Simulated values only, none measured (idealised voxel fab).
process module | voxel trench capacitor
cross-section cut | 255 nm wide | cells 5 nm
A cross-section is a grid of square cells, given in bands from the top down. A band is one or more rows of cells.
Each band's line starts with the height of the band's top and of its bottom, in nm. Then come its materials from left to right, each with its width in nm. One material with "throughout" fills the band from edge to edge. "air" is empty space.
Height 0 is the level under which the wafer as received is all one material. The lowest band goes on downwards, as in "0 down".
A width such as "30 to 40" changes by the same amount from each row of cells to the next, from the band's top row to its bottom row.
"no change" after a step means that no cell of the cross-section changed.
closed voids: empty space of 8 cells or more with no open way to the top, each as width x height at its distance from the left edge, in nm
after a step's settings: what the simulator itself notes on the step
overlay nm, on a step with a mask: how far to the right of its planned place the mask lay; to the left if negative
plan
1 op RECEIVE | material Si
2 op CONFORMAL_DEP | material SiN | thk nm 10
3 op DIRECTIONAL_DEP | material aC | thk nm 10
4 op PATTERN | tone open | mask id TRENCH | material resist | width nm 30 | pitch nm 55 | thk nm 25 | overlay nm 0
5 op DIRECTIONAL_ETCH | etch materials aC | depth nm 10
6 op STRIP | etch materials resist
7 op DIRECTIONAL_ETCH | etch materials SiN | depth nm 10
8 op DIRECTIONAL_ETCH | etch materials Si | depth nm 40
9 op STRIP | etch materials aC
10 op CONFORMAL_DEP | material Al2O3 | thk nm 5
11 op CONFORMAL_DEP | material TiN | thk nm 5
12 op FILL_DEP | material W | thk nm 5
13 op CMP | height nm 10
as received, after step 1
  0 down: Si throughout
  closed voids: none
first wafer at the end, as planned
  10 to 0: SiN 85 | Al2O3 5 | TiN 5 | W 10 | TiN 5 | Al2O3 5 | SiN 25 | Al2O3 5 | TiN 5 | W 10 | TiN 5 | Al2O3 5 | SiN 85
  0 to -30: Si 85 | Al2O3 5 | TiN 5 | W 10 | TiN 5 | Al2O3 5 | Si 25 | Al2O3 5 | TiN 5 | W 10 | TiN 5 | Al2O3 5 | Si 85
  -30 to -35: Si 85 | Al2O3 5 | TiN 20 | Al2O3 5 | Si 25 | Al2O3 5 | TiN 20 | Al2O3 5 | Si 85
  -35 to -40: Si 85 | Al2O3 30 | Si 25 | Al2O3 30 | Si 85
  -40 down: Si throughout
  closed voids: none
second wafer at the end: like start, like plan, one mistake
  10 to 5: Al2O3 90 | TiN 5 | W 10 | TiN 5 | Al2O3 35 | TiN 5 | W 10 | TiN 5 | Al2O3 90
  5 to 0: SiN 85 | Al2O3 5 | TiN 5 | W 10 | TiN 5 | Al2O3 5 | SiN 25 | Al2O3 5 | TiN 5 | W 10 | TiN 5 | Al2O3 5 | SiN 85
  0 to -30: Si 85 | Al2O3 5 | TiN 5 | W 10 | TiN 5 | Al2O3 5 | Si 25 | Al2O3 5 | TiN 5 | W 10 | TiN 5 | Al2O3 5 | Si 85
  -30 to -35: Si 85 | Al2O3 5 | TiN 20 | Al2O3 5 | Si 25 | Al2O3 5 | TiN 20 | Al2O3 5 | Si 85
  -35 to -40: Si 85 | Al2O3 30 | Si 25 | Al2O3 30 | Si 85
  -40 down: Si throughout
  closed voids: none
what went wrong: step 2 ran as: op CONFORMAL_DEP | material SiN | thk nm 5
at the end the second wafer has, in cells: 39 more of Al2O3 | 39 fewer of SiN
